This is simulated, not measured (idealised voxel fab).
Module name: voxel air gaps (process module)
This is section cut - it's 295 nm across, gridded in 5 nm square cells.
Think of the cross-section as a grid of square cells. We describe it in bands, top to bottom, and each band covers one or more rows of those cells. In this notation a band is specified by the heights of its top and bottom, in that order and in nm, after which its materials appear from left to right, each paired with its width in nm. The word "full width" attached to a single material means that material fills the band from edge to edge; the word "empty" stands for empty space. The level at which height equals 0 is the one under which the wafer, as it arrives, is entirely one material. No lower edge exists for the bottom band, which continues downward and is notated as in "0 down". With a width like "30..40", each row of cells in the band differs from the next by the same amount, the top row carrying the first number and the bottom row the second. A step reported as "identical to before" is a step in which no cell of the cross-section changed. Empty spaces without an open route to the top, at least 8 cells in extent, make up the entry "Listed closed voids"; each is given as width x height at distance, where the distance is measured from the left edge, and all are in nm. after a step's settings: what the simulator itself notes on the step. overlay nm: right-of-plan distance of the mask on a masked step; negative values mean left-of-plan.
Process steps foreseen in the plan
1. RECEIVE,material Si
2. CONFORMAL_DEP,material SiO2,thk nm 15
3. CONFORMAL_DEP,material SiCN,thk nm 5
4. DIRECTIONAL_DEP,material SiO2,thk nm 40
5. PATTERN,tone open,mask id LINES,material resist,width nm 20,pitch nm 45,thk nm 15,overlay nm 0
6. DIRECTIONAL_ETCH,etch materials SiO2,depth nm 40
7. STRIP,etch materials resist
8. CONFORMAL_DEP,material TiN,thk nm 5
9. FILL_DEP,material Ru,thk nm 10
10. CMP,height nm 60
11. EPI,material Ru,thk nm 10
12. SELECTIVE_ETCH,etch materials SiO2,depth nm 50
13. CONFORMAL_DEP,material SiCN,thk nm 5
Incoming wafer, cross-sectional view, post step 1
    0 down = Si full width
    Listed closed voids: none
End state of the module in cross-section, given the above starting point and plan and one mistake in execution
    75 to 70 = 55 empty; 185 SiCN; 55 empty
    70 to 60 = 55 empty; 5 SiCN; 40 Ru; 5 SiCN; 40 Ru; 5 SiCN; 40 Ru; 5 SiCN; 40 Ru; 5 SiCN; 55 empty
    60 to 55 = 55 empty; 15 SiCN; 5 TiN; 10 Ru; 5 TiN; 25 SiCN; 5 TiN; 10 Ru; 5 TiN; 25 SiCN; 5 TiN; 10 Ru; 5 TiN; 25 SiCN; 5 TiN; 10 Ru; 5 TiN; 15 SiCN; 55 empty
    55 to 40 = 65 empty; 5 SiCN; 5 TiN; 10 Ru; 5 TiN; 5 SiCN; 15 empty; 5 SiCN; 5 TiN; 10 Ru; 5 TiN; 5 SiCN; 15 empty; 5 SiCN; 5 TiN; 10 Ru; 5 TiN; 5 SiCN; 15 empty; 5 SiCN; 5 TiN; 10 Ru; 5 TiN; 5 SiCN; 65 empty
    40 to 35 = 70 SiCN; 20 TiN; 25 SiCN; 20 TiN; 25 SiCN; 20 TiN; 25 SiCN; 20 TiN; 70 SiCN
    35 to 30 = SiCN full width
    30 to 0 = SiO2 full width
    0 down = Si full width
    Listed closed voids: 15 x 15 at 95; 15 x 15 at 140; 15 x 15 at 185
Processing error: in the plan, step 2 was performed twice
